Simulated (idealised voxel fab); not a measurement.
The process module that follows is named voxel transistor to metal.
Shown is cross-section cut, with a width of 200 nm and square cells of size 5 nm.
Cross-section layout: square cells on a grid; listed as bands, top to bottom; a band spans one or more cell rows. For a band, the entry starts with two heights in nm, that of the top and then that of the bottom, and carries on with the band's materials in order from left to right, each alongside its width in nm; the word "full width" beside a single material means it fills the band edge to edge, and "blank" means empty space. Convention: height 0 is the level below which the wafer, as received, is all one material. The lowest band does not terminate at the bottom but continues downward, represented as "0 down". The notation "30->40" denotes a width that varies across the rows of cells in the band, beginning at the first number in the top row, finishing at the second number in the bottom row, and changing by an identical amount from each row to the next. Reading "everything unchanged" for a step: not a cell of the cross-section changed in it. Voids lacking openings: empty space of 8 cells or more with no open way to the top, each as width x height at its distance from the left edge, in nm. On a step's line, text after the settings is the simulator commenting on that step. overlay nm: right-of-plan distance of the mask on a masked step; negative values mean left-of-plan.
**Set out below are the planned steps of the process**
1,op RECEIVE | material Si
2,op CONFORMAL_DEP | material SiO2 | thk nm 5
3,op CONFORMAL_DEP | material SiN | thk nm 15
4,op PATTERN | tone cover | mask id ACTIVE | material resist | width nm 100 | thk nm 15 | overlay nm 0
5,op DIRECTIONAL_ETCH | etch materials SiN | depth nm 15
6,op DIRECTIONAL_ETCH | etch materials SiO2 | depth nm 5
7,op DIRECTIONAL_ETCH | etch materials Si | depth nm 35
8,op STRIP | etch materials resist
9,op FILL_DEP | material SiO2 | thk nm 15
10,op CMP | height nm 20
11,op SELECTIVE_ETCH | etch materials SiO2 | depth nm 5
12,op STRIP | etch materials SiN
13,op SELECTIVE_ETCH | etch materials SiO2 | depth nm 5
14,op OXIDIZE | depth nm 5
15,op DIRECTIONAL_DEP | material polySi | thk nm 30
16,op DIRECTIONAL_DEP | material SiCN | thk nm 10
17,op PATTERN | tone cover | mask id GATE | material resist | width nm 20 | thk nm 15 | overlay nm 0
18,op DIRECTIONAL_ETCH | etch materials SiCN | depth nm 20
19,op DIRECTIONAL_ETCH | etch materials polySi | depth nm 40
20,op STRIP | etch materials resist
21,op CONFORMAL_DEP | material SiO2 | thk nm 5
22,op DIRECTIONAL_ETCH | etch materials SiO2 | depth nm 5
23,op CONFORMAL_DEP | material SiN | thk nm 5
24,op DIRECTIONAL_ETCH | etch materials SiN | depth nm 5
25,op DIRECTIONAL_ETCH | etch materials SiO2 | depth nm 5
26,op DIRECTIONAL_ETCH | etch materials Si | depth nm 15
27,op EPI | material SiGe | thk nm 15
28,op FILL_DEP | material SiO2 | thk nm 5
29,op CMP | height nm 40
30,op DIRECTIONAL_DEP | material SiO2 | thk nm 15
31,op MASKED_ETCH | tone open | mask id CONTACT | width nm 20 | pitch nm 70 | etch materials SiO2 | depth nm 45 | overlay nm 0
32,op CONFORMAL_DEP | material TiN | thk nm 5
33,op FILL_DEP | material W | thk nm 10
34,op CMP | height nm 55
35,op DIRECTIONAL_DEP | material TiN | thk nm 5
36,op DIRECTIONAL_DEP | material Ru | thk nm 20
37,op DIRECTIONAL_DEP | material aC | thk nm 15
38,op PATTERN | tone cover | mask id METAL_1 | material resist | width nm 20 | pitch nm 70 | thk nm 30 | overlay nm 0
39,op DIRECTIONAL_ETCH | etch materials aC | depth nm 15
40,op STRIP | etch materials resist
41,op DIRECTIONAL_ETCH | etch materials Ru | depth nm 20
42,op DIRECTIONAL_ETCH | etch materials TiN | depth nm 5
43,op STRIP | etch materials aC
44,op FILL_DEP | material lowk | thk nm 10
45,op CMP | height nm 80
46,op CONFORMAL_DEP | material SiCN | thk nm 5
47,op DIRECTIONAL_DEP | material SiO2 | thk nm 30
48,op PATTERN | tone open | mask id METAL_2_HOLES | material resist | width nm 15 | pitch nm 70 | thk nm 20 | overlay nm 0
49,op DIRECTIONAL_ETCH | etch materials SiO2 | depth nm 30
50,op STRIP | etch materials resist
51,op DIRECTIONAL_DEP | material aC | thk nm 15
52,op PATTERN | tone open | mask id METAL_2 | material resist | width nm 20 | pitch nm 70 | thk nm 30 | overlay nm 0
53,op DIRECTIONAL_ETCH | etch materials aC | depth nm 15
54,op STRIP | etch materials resist
55,op DIRECTIONAL_ETCH | etch materials SiO2 | depth nm 15
56,op DIRECTIONAL_ETCH | etch materials SiCN | depth nm 5
57,op STRIP | etch materials aC
58,op CONFORMAL_DEP | material TiN | thk nm 5
59,op FILL_DEP | material Cu | thk nm 10
60,op CMP | height nm 115
61,op CONFORMAL_DEP | material SiN | thk nm 5
**first wafer, as planned**
**The cross-section here shows the wafer as received, i.e. in its state after step 1**
* 0 down: Si full width
* Voids lacking openings: none
**Cross-section: wafer state after step 2**
* 5 to 0: SiO2 full width
* All layers under 0 are left as they were.
**Cross-section: wafer state after step 3**
* 20 to 5: SiN full width
* All layers under 5 are left as they were.
**Cross-section: wafer state after step 4**
* 35 to 20: blank: 50, resist: 100, blank: 50
* All layers under 20 are left as they were.
**Cross-section: wafer state after step 5**
* 35 to 20: blank: 50, resist: 100, blank: 50
* 20 to 5: blank: 50, SiN: 100, blank: 50
* All layers under 5 are left as they were.
**Cross-section: wafer state after step 6**
* 35 to 20: blank: 50, resist: 100, blank: 50
* 20 to 5: blank: 50, SiN: 100, blank: 50
* 5 to 0: blank: 50, SiO2: 100, blank: 50
* All layers under 0 are left as they were.
**Cross-section: wafer state after step 7**
* 35 to 20: blank: 50, resist: 100, blank: 50
* 20 to 5: blank: 50, SiN: 100, blank: 50
* 5 to 0: blank: 50, SiO2: 100, blank: 50
* 0 to -35: blank: 50, Si: 100, blank: 50
* All layers under -35 are left as they were.
**Cross-section: wafer state after step 8**
* 20 to 5: blank: 50, SiN: 100, blank: 50
* All layers under 5 are left as they were.
**Cross-section: wafer state after step 9**
* 35 to 20: SiO2 full width
* 20 to 5: SiO2: 50, SiN: 100, SiO2: 50
* 5 to 0: SiO2 full width
* 0 to -35: SiO2: 50, Si: 100, SiO2: 50
* All layers under -35 are left as they were.
**Cross-section: wafer state after step 10**
* 20 to 5: SiO2: 50, SiN: 100, SiO2: 50
* All layers under 5 are left as they were.
**Cross-section: wafer state after step 11**
* 20 to 15: blank: 50, SiN: 100, blank: 50
* All layers under 15 are left as they were.
**Cross-section: wafer state after step 12**
* 15 to 5: SiO2: 50, blank: 100, SiO2: 50
* All layers under 5 are left as they were.
**Cross-section: wafer state after step 13**
* 10 to 0: SiO2: 45, blank: 110, SiO2: 45
* All layers under 0 are left as they were.
**Cross-section: wafer state after step 14**
* 10 to 0: SiO2: 45, blank: 110, SiO2: 45
* 0 to -5: SiO2 full width
* All layers under -5 are left as they were.
**Cross-section: wafer state after step 15**
* 40 to 30: polySi: 45, blank: 110, polySi: 45
* 30 to 10: polySi full width
* 10 to 0: SiO2: 45, polySi: 110, SiO2: 45
* All layers under 0 are left as they were.
**Cross-section: wafer state after step 16**
* 50 to 40: SiCN: 45, blank: 110, SiCN: 45
* 40 to 30: polySi: 45, SiCN: 110, polySi: 45
* All layers under 30 are left as they were.
**Cross-section: wafer state after step 17**
* 65 to 50: blank: 90, resist: 20, blank: 90
* 50 to 40: SiCN: 45, blank: 45, resist: 20, blank: 45, SiCN: 45
* All layers under 40 are left as they were.
**Cross-section: wafer state after step 18**
* 65 to 40: blank: 90, resist: 20, blank: 90
* 40 to 30: polySi: 45, blank: 45, SiCN: 20, blank: 45, polySi: 45
* All layers under 30 are left as they were.
**Cross-section: wafer state after step 19**
* 65 to 40: blank: 90, resist: 20, blank: 90
* 40 to 30: blank: 90, SiCN: 20, blank: 90
* 30 to 10: blank: 90, polySi: 20, blank: 90
* 10 to 0: SiO2: 45, blank: 45, polySi: 20, blank: 45, SiO2: 45
* All layers under 0 are left as they were.
**Cross-section: wafer state after step 20**
* 40 to 30: blank: 90, SiCN: 20, blank: 90
* All layers under 30 are left as they were.
**Cross-section: wafer state after step 21**
* 45 to 40: blank: 85, SiO2: 30, blank: 85
* 40 to 30: blank: 85, SiO2: 5, SiCN: 20, SiO2: 5, blank: 85
* 30 to 15: blank: 85, SiO2: 5, polySi: 20, SiO2: 5, blank: 85
* 15 to 5: SiO2: 50, blank: 35, SiO2: 5, polySi: 20, SiO2: 5, blank: 35, SiO2: 50
* 5 to 0: SiO2: 90, polySi: 20, SiO2: 90
* All layers under 0 are left as they were.
**Cross-section: wafer state after step 22**
* 40 to 30: blank: 85, SiO2: 5, SiCN: 20, SiO2: 5, blank: 85
* 30 to 10: blank: 85, SiO2: 5, polySi: 20, SiO2: 5, blank: 85
* 10 to 0: SiO2: 50, blank: 35, SiO2: 5, polySi: 20, SiO2: 5, blank: 35, SiO2: 50
* All layers under 0 are left as they were.
**Cross-section: wafer state after step 23**
* 45 to 40: blank: 80, SiN: 40, blank: 80
* 40 to 30: blank: 80, SiN: 5, SiO2: 5, SiCN: 20, SiO2: 5, SiN: 5, blank: 80
* 30 to 15: blank: 80, SiN: 5, SiO2: 5, polySi: 20, SiO2: 5, SiN: 5, blank: 80
* 15 to 10: SiN: 55, blank: 25, SiN: 5, SiO2: 5, polySi: 20, SiO2: 5, SiN: 5, blank: 25, SiN: 55
* 10 to 5: SiO2: 50, SiN: 5, blank: 25, SiN: 5, SiO2: 5, polySi: 20, SiO2: 5, SiN: 5, blank: 25, SiN: 5, SiO2: 50
* 5 to 0: SiO2: 50, SiN: 35, SiO2: 5, polySi: 20, SiO2: 5, SiN: 35, SiO2: 50
* All layers under 0 are left as they were.
**Cross-section: wafer state after step 24**
* 40 to 30: blank: 80, SiN: 5, SiO2: 5, SiCN: 20, SiO2: 5, SiN: 5, blank: 80
* 30 to 10: blank: 80, SiN: 5, SiO2: 5, polySi: 20, SiO2: 5, SiN: 5, blank: 80
* 10 to 0: SiO2: 50, SiN: 5, blank: 25, SiN: 5, SiO2: 5, polySi: 20, SiO2: 5, SiN: 5, blank: 25, SiN: 5, SiO2: 50
* All layers under 0 are left as they were.
**Cross-section: wafer state after step 25**
* 40 to 35: blank: 80, SiN: 5, blank: 5, SiCN: 20, blank: 5, SiN: 5, blank: 80
* 35 to 30: blank: 80, SiN: 5, SiO2: 5, SiCN: 20, SiO2: 5, SiN: 5, blank: 80
* 30 to 10: blank: 80, SiN: 5, SiO2: 5, polySi: 20, SiO2: 5, SiN: 5, blank: 80
* 10 to 5: blank: 50, SiN: 5, blank: 25, SiN: 5, SiO2: 5, polySi: 20, SiO2: 5, SiN: 5, blank: 25, SiN: 5, blank: 50
* 5 to 0: SiO2: 50, SiN: 5, blank: 25, SiN: 5, SiO2: 5, polySi: 20, SiO2: 5, SiN: 5, blank: 25, SiN: 5, SiO2: 50
* 0 to -5: SiO2: 55, blank: 25, SiO2: 40, blank: 25, SiO2: 55
* All layers under -5 are left as they were.
**Cross-section: wafer state after step 26**
* 40 to 35: blank: 80, SiN: 5, blank: 5, SiCN: 20, blank: 5, SiN: 5, blank: 80
* 35 to 30: blank: 80, SiN: 5, SiO2: 5, SiCN: 20, SiO2: 5, SiN: 5, blank: 80
* 30 to 10: blank: 80, SiN: 5, SiO2: 5, polySi: 20, SiO2: 5, SiN: 5, blank: 80
* 10 to 5: blank: 50, SiN: 5, blank: 25, SiN: 5, SiO2: 5, polySi: 20, SiO2: 5, SiN: 5, blank: 25, SiN: 5, blank: 50
* 5 to 0: SiO2: 50, SiN: 5, blank: 25, SiN: 5, SiO2: 5, polySi: 20, SiO2: 5, SiN: 5, blank: 25, SiN: 5, SiO2: 50
* 0 to -5: SiO2: 55, blank: 25, SiO2: 40, blank: 25, SiO2: 55
* -5 to -20: SiO2: 50, Si: 5, blank: 25, Si: 40, blank: 25, Si: 5, SiO2: 50
* All layers under -20 are left as they were.
**Cross-section: wafer state after step 27**
* 40 to 35: blank: 80, SiN: 5, blank: 5, SiCN: 20, blank: 5, SiN: 5, blank: 80
* 35 to 30: blank: 80, SiN: 5, SiO2: 5, SiCN: 20, SiO2: 5, SiN: 5, blank: 80
* 30 to 10: blank: 80, SiN: 5, SiO2: 5, polySi: 20, SiO2: 5, SiN: 5, blank: 80
* 10 to 5: blank: 50, SiN: 5, SiGe: 25, SiN: 5, SiO2: 5, polySi: 20, SiO2: 5, SiN: 5, SiGe: 25, SiN: 5, blank: 50
* 5 to 0: SiO2: 50, SiN: 5, SiGe: 25, SiN: 5, SiO2: 5, polySi: 20, SiO2: 5, SiN: 5, SiGe: 25, SiN: 5, SiO2: 50
* 0 to -5: SiO2: 55, SiGe: 25, SiO2: 40, SiGe: 25, SiO2: 55
* -5 to -20: SiO2: 50, Si: 5, SiGe: 25, Si: 40, SiGe: 25, Si: 5, SiO2: 50
* All layers under -20 are left as they were.
**Cross-section: wafer state after step 28**
* 45 to 40: SiO2 full width
* 40 to 30: SiO2: 80, SiN: 5, SiO2: 5, SiCN: 20, SiO2: 5, SiN: 5, SiO2: 80
* 30 to 10: SiO2: 80, SiN: 5, SiO2: 5, polySi: 20, SiO2: 5, SiN: 5, SiO2: 80
* 10 to 0: SiO2: 50, SiN: 5, SiGe: 25, SiN: 5, SiO2: 5, polySi: 20, SiO2: 5, SiN: 5, SiGe: 25, SiN: 5, SiO2: 50
* All layers under 0 are left as they were.
**Cross-section: wafer state after step 29**
* 40 to 30: SiO2: 80, SiN: 5, SiO2: 5, SiCN: 20, SiO2: 5, SiN: 5, SiO2: 80
* All layers under 30 are left as they were.
**Cross-section: wafer state after step 30**
* 55 to 40: SiO2 full width
* All layers under 40 are left as they were.
**Cross-section: wafer state after step 31**
* 55 to 40: SiO2: 55, blank: 20, SiO2: 50, blank: 20, SiO2: 55
* 40 to 30: SiO2: 55, blank: 20, SiO2: 5, SiN: 5, SiO2: 5, SiCN: 20, SiO2: 5, SiN: 5, SiO2: 5, blank: 20, SiO2: 55
* 30 to 10: SiO2: 55, blank: 20, SiO2: 5, SiN: 5, SiO2: 5, polySi: 20, SiO2: 5, SiN: 5, SiO2: 5, blank: 20, SiO2: 55
* All layers under 10 are left as they were.
**Cross-section: wafer state after step 32**
* 60 to 55: TiN: 60, blank: 10, TiN: 60, blank: 10, TiN: 60
* 55 to 40: SiO2: 55, TiN: 5, blank: 10, TiN: 5, SiO2: 50, TiN: 5, blank: 10, TiN: 5, SiO2: 55
* 40 to 30: SiO2: 55, TiN: 5, blank: 10, TiN: 5, SiO2: 5, SiN: 5, SiO2: 5, SiCN: 20, SiO2: 5, SiN: 5, SiO2: 5, TiN: 5, blank: 10, TiN: 5, SiO2: 55
* 30 to 15: SiO2: 55, TiN: 5, blank: 10, TiN: 5, SiO2: 5, SiN: 5, SiO2: 5, polySi: 20, SiO2: 5, SiN: 5, SiO2: 5, TiN: 5, blank: 10, TiN: 5, SiO2: 55
* 15 to 10: SiO2: 55, TiN: 20, SiO2: 5, SiN: 5, SiO2: 5, polySi: 20, SiO2: 5, SiN: 5, SiO2: 5, TiN: 20, SiO2: 55
* All layers under 10 are left as they were.
**Cross-section: wafer state after step 33**
* 70 to 60: W full width
* 60 to 55: TiN: 60, W: 10, TiN: 60, W: 10, TiN: 60
* 55 to 40: SiO2: 55, TiN: 5, W: 10, TiN: 5, SiO2: 50, TiN: 5, W: 10, TiN: 5, SiO2: 55
* 40 to 30: SiO2: 55, TiN: 5, W: 10, TiN: 5, SiO2: 5, SiN: 5, SiO2: 5, SiCN: 20, SiO2: 5, SiN: 5, SiO2: 5, TiN: 5, W: 10, TiN: 5, SiO2: 55
* 30 to 15: SiO2: 55, TiN: 5, W: 10, TiN: 5, SiO2: 5, SiN: 5, SiO2: 5, polySi: 20, SiO2: 5, SiN: 5, SiO2: 5, TiN: 5, W: 10, TiN: 5, SiO2: 55
* All layers under 15 are left as they were.
**Cross-section: wafer state after step 34**
* 55 to 40: SiO2: 55, TiN: 5, W: 10, TiN: 5, SiO2: 50, TiN: 5, W: 10, TiN: 5, SiO2: 55
* All layers under 40 are left as they were.
**Cross-section: wafer state after step 35**
* 60 to 55: TiN full width
* All layers under 55 are left as they were.
**Cross-section: wafer state after step 36**
* 80 to 60: Ru full width
* All layers under 60 are left as they were.
**Cross-section: wafer state after step 37**
* 95 to 80: aC full width
* All layers under 80 are left as they were.
**Cross-section: wafer state after step 38**
* 125 to 95: blank: 55, resist: 20, blank: 50, resist: 20, blank: 55
* All layers under 95 are left as they were.
**Cross-section: wafer state after step 39**
* 110 to 95: blank: 55, resist: 20, blank: 50, resist: 20, blank: 55
* 95 to 80: blank: 55, aC: 20, blank: 50, aC: 20, blank: 55
* All layers under 80 are left as they were.
**Cross-section: wafer state after step 40**
* 95 to 80: blank: 55, aC: 20, blank: 50, aC: 20, blank: 55
* All layers under 80 are left as they were.
**Cross-section: wafer state after step 41**
* 95 to 80: blank: 55, aC: 20, blank: 50, aC: 20, blank: 55
* 80 to 60: blank: 55, Ru: 20, blank: 50, Ru: 20, blank: 55
* All layers under 60 are left as they were.
**Cross-section: wafer state after step 42**
* 95 to 80: blank: 55, aC: 20, blank: 50, aC: 20, blank: 55
* 80 to 60: blank: 55, Ru: 20, blank: 50, Ru: 20, blank: 55
* 60 to 55: blank: 55, TiN: 20, blank: 50, TiN: 20, blank: 55
* All layers under 55 are left as they were.
**Cross-section: wafer state after step 43**
* 80 to 60: blank: 55, Ru: 20, blank: 50, Ru: 20, blank: 55
* All layers under 60 are left as they were.
**Cross-section: wafer state after step 44**
* 90 to 80: lowk full width
* 80 to 60: lowk: 55, Ru: 20, lowk: 50, Ru: 20, lowk: 55
* 60 to 55: lowk: 55, TiN: 20, lowk: 50, TiN: 20, lowk: 55
* All layers under 55 are left as they were.
**Cross-section: wafer state after step 45**
* 80 to 60: lowk: 55, Ru: 20, lowk: 50, Ru: 20, lowk: 55
* All layers under 60 are left as they were.
**Cross-section: wafer state after step 46**
* 85 to 80: SiCN full width
* All layers under 80 are left as they were.
**Cross-section: wafer state after step 47**
* 115 to 85: SiO2 full width
* All layers under 85 are left as they were.
**Cross-section: wafer state after step 48**
* 135 to 115: resist: 55, blank: 15, resist: 55, blank: 15, resist: 60
* All layers under 115 are left as they were.
**Cross-section: wafer state after step 49**
* 135 to 115: resist: 55, blank: 15, resist: 55, blank: 15, resist: 60
* 115 to 85: SiO2: 55, blank: 15, SiO2: 55, blank: 15, SiO2: 60
* All layers under 85 are left as they were.
**Cross-section: wafer state after step 50**
* 115 to 85: SiO2: 55, blank: 15, SiO2: 55, blank: 15, SiO2: 60
* All layers under 85 are left as they were.
**Cross-section: wafer state after step 51**
* 130 to 115: aC: 55, blank: 15, aC: 55, blank: 15, aC: 60
* 115 to 100: SiO2: 55, blank: 15, SiO2: 55, blank: 15, SiO2: 60
* 100 to 85: SiO2: 55, aC: 15, SiO2: 55, aC: 15, SiO2: 60
* All layers under 85 are left as they were.
**Cross-section: wafer state after step 52**
* 160 to 130: resist: 55, blank: 20, resist: 50, blank: 20, resist: 55
* All layers under 130 are left as they were.
**Cross-section: wafer state after step 53**
* 145 to 130: resist: 55, blank: 20, resist: 50, blank: 20, resist: 55
* 130 to 115: aC: 55, blank: 20, aC: 50, blank: 20, aC: 55
* 115 to 85: SiO2: 55, blank: 15, SiO2: 55, blank: 15, SiO2: 60
* All layers under 85 are left as they were.
**Cross-section: wafer state after step 54**
* 130 to 115: aC: 55, blank: 20, aC: 50, blank: 20, aC: 55
* All layers under 115 are left as they were.
**Cross-section: wafer state after step 55**
* 130 to 115: aC: 55, blank: 20, aC: 50, blank: 20, aC: 55
* 115 to 100: SiO2: 55, blank: 20, SiO2: 50, blank: 20, SiO2: 55
* All layers under 100 are left as they were.
**Cross-section: wafer state after step 56**
* 130 to 115: aC: 55, blank: 20, aC: 50, blank: 20, aC: 55
* 115 to 100: SiO2: 55, blank: 20, SiO2: 50, blank: 20, SiO2: 55
* 100 to 85: SiO2: 55, blank: 15, SiO2: 55, blank: 15, SiO2: 60
* 85 to 80: SiCN: 55, blank: 15, SiCN: 55, blank: 15, SiCN: 60
* All layers under 80 are left as they were.
**Cross-section: wafer state after step 57**
* 115 to 100: SiO2: 55, blank: 20, SiO2: 50, blank: 20, SiO2: 55
* All layers under 100 are left as they were.
**Cross-section: wafer state after step 58**
* 120 to 115: TiN: 60, blank: 10, TiN: 60, blank: 10, TiN: 60
* 115 to 105: SiO2: 55, TiN: 5, blank: 10, TiN: 5, SiO2: 50, TiN: 5, blank: 10, TiN: 5, SiO2: 55
* 105 to 100: SiO2: 55, TiN: 5, blank: 5, TiN: 10, SiO2: 50, TiN: 5, blank: 5, TiN: 10, SiO2: 55
* 100 to 85: SiO2: 55, TiN: 5, blank: 5, TiN: 5, SiO2: 55, TiN: 5, blank: 5, TiN: 5, SiO2: 60
* 85 to 80: SiCN: 55, TiN: 15, SiCN: 55, TiN: 15, SiCN: 60
* All layers under 80 are left as they were.
**Cross-section: wafer state after step 59**
* 130 to 120: Cu full width
* 120 to 115: TiN: 60, Cu: 10, TiN: 60, Cu: 10, TiN: 60
* 115 to 105: SiO2: 55, TiN: 5, Cu: 10, TiN: 5, SiO2: 50, TiN: 5, Cu: 10, TiN: 5, SiO2: 55
* 105 to 100: SiO2: 55, TiN: 5, Cu: 5, TiN: 10, SiO2: 50, TiN: 5, Cu: 5, TiN: 10, SiO2: 55
* 100 to 85: SiO2: 55, TiN: 5, Cu: 5, TiN: 5, SiO2: 55, TiN: 5, Cu: 5, TiN: 5, SiO2: 60
* All layers under 85 are left as they were.
**Cross-section: wafer state after step 60**
* 115 to 105: SiO2: 55, TiN: 5, Cu: 10, TiN: 5, SiO2: 50, TiN: 5, Cu: 10, TiN: 5, SiO2: 55
* All layers under 105 are left as they were.
**Cross-section: wafer state after step 61**
* 120 to 115: SiN full width
* All layers under 115 are left as they were.
**Notes, second wafer: start = first wafer's, plan = first wafer's, execution had one mistake; history identical to first through step 59**
when step 60 should have ended: everything unchanged
**when step 61 should have ended**
* 135 to 130: SiN full width
* All layers under 130 are left as they were.
Error vs. plan: execution of step 60 of the plan did not take place, the step having been omitted
Count the cells at the end and the second wafer has more or fewer of some materials than the first: +84 Cu, +36 TiN
